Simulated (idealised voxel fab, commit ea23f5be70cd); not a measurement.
The process module that follows is named voxel self aligned contacts.
In the cross-section labelled cut, the width is 205 nm and each square cell is 5 nm.
We lay out every cross-section as a grid of square cells and spell it out in bands from the top down, where one band means one or more rows of cells.
What a band's entry tells you: where the top is and where the bottom is, as heights in nm, and after that what lies inside, material by material from left to right, each with its width in nm. Empty space is written as the word "blank", and a single material marked with the word "all across" occupies the band from edge to edge.
Zero point of the height axis is 0; under it, received wafer = one material. Lowest band: continues down indefinitely, "0 down".
When a width is written as two numbers, as in "30->40", the first number is the width in the top row of cells of the band and the second is the width in its bottom row, and the width changes by the same amount from each row to the next.
Step note "no modifications" = no cross-section cell changed.
Look at "Fully closed voids" for the closed voids: empty spaces with no open path to the top, sized 8 cells or up. Each is width x height at distance, distance from the left edge, all nm.
Past the settings on a step's line: simulator remark, on that step.
The optional step-line setting "overlay nm" applies to steps with a mask and quantifies how far to the right of its planned location the mask lay, a negative value indicating leftward placement.
Steps planned for the process
1: op RECEIVE | material Si
2: op CONFORMAL_DEP | material SiO2 | thk nm 5
3: op DIRECTIONAL_DEP | material polySi | thk nm 30
4: op DIRECTIONAL_DEP | material SiN | thk nm 20
5: op PATTERN | tone cover | mask id GATE | material resist | width nm 30 | pitch nm 60 | thk nm 20 | overlay nm -15
6: op DIRECTIONAL_ETCH | etch materials SiN | depth nm 20
7: op DIRECTIONAL_ETCH | etch materials polySi | depth nm 30
8: op STRIP | etch materials resist
9: op CONFORMAL_DEP | material SiN | thk nm 5
10: op DIRECTIONAL_ETCH | etch materials SiN | depth nm 5
11: op FILL_DEP | material SiO2 | thk nm 15
12: op CMP | height nm 60
13: op PATTERN | tone open | mask id CONTACT | material resist | width nm 40 | thk nm 15 | overlay nm 0
14: op DIRECTIONAL_ETCH | etch materials SiO2 | depth nm 60
15: op STRIP | etch materials resist
16: op CONFORMAL_DEP | material TiN | thk nm 5
17: op FILL_DEP | material W | thk nm 10
18: op CMP | height nm 60
19: op CONFORMAL_DEP | material SiN | thk nm 5
The plan shows the overlay nm of step 5 as the first wafer had it; this setting differs between the wafers, which start out alike.
Received wafers, first of several: cross-section after step 1
0 down = Si all across
Fully closed voids: none
End of the module, past its last step, step 19: how the first of several wafers looks in cross-section
65 to 60 = SiN all across
60 to 55 = 80 of SiO2, 5 of TiN, 5 of W, 30 of TiN, 85 of SiO2
55 to 35 = 35 of SiO2, 40 of SiN, 5 of SiO2, 5 of TiN, 5 of W, 5 of TiN, 40 of SiN, 70 of SiO2
35 to 5 = 35 of SiO2, 5 of SiN, 30 of polySi, 5 of SiN, 5 of SiO2, 5 of TiN, 5 of W, 5 of TiN, 5 of SiN, 30 of polySi, 5 of SiN, 70 of SiO2
5 to 0 = 80 of SiO2, 15 of TiN, 110 of SiO2
0 down = Si all across
Fully closed voids: none
Of the several wafers, the last: cross-section at the end of the module
65 to 60 = SiN all across
60 to 55 = 80 of SiO2, 30 of TiN, 5 of W, 5 of TiN, 85 of SiO2
55 to 35 = 65 of SiO2, 40 of SiN, 5 of TiN, 5 of W, 5 of TiN, 5 of SiO2, 40 of SiN, 40 of SiO2
35 to 5 = 65 of SiO2, 5 of SiN, 30 of polySi, 5 of SiN, 5 of TiN, 5 of W, 5 of TiN, 5 of SiO2, 5 of SiN, 30 of polySi, 5 of SiN, 40 of SiO2
5 to 0 = 105 of SiO2, 15 of TiN, 85 of SiO2
0 down = Si all across
Fully closed voids: none
The rows of the table below are wafers. Looking at the end of the module, a row counts, for every material, the cells the wafer has gained, shown as (+), or lost, shown as (-), since it was received; its closed voids come next
overlay nm -15; +129 SiN; +291 SiO2; +30 TiN; +11 W; +72 polySi; Fully closed voids: none
overlay nm -10; +129 SiN; +280 SiO2; +30 TiN; +22 W; +72 polySi; Fully closed voids: none
overlay nm -5; +129 SiN; +280 SiO2; +30 TiN; +22 W; +72 polySi; Fully closed voids: none
overlay nm 0; +129 SiN; +280 SiO2; +30 TiN; +22 W; +72 polySi; Fully closed voids: none
overlay nm 5; +129 SiN; +280 SiO2; +30 TiN; +22 W; +72 polySi; Fully closed voids: none
overlay nm 10; +129 SiN; +280 SiO2; +30 TiN; +22 W; +72 polySi; Fully closed voids: none
overlay nm 15; +129 SiN; +291 SiO2; +30 TiN; +11 W; +72 polySi; Fully closed voids: none
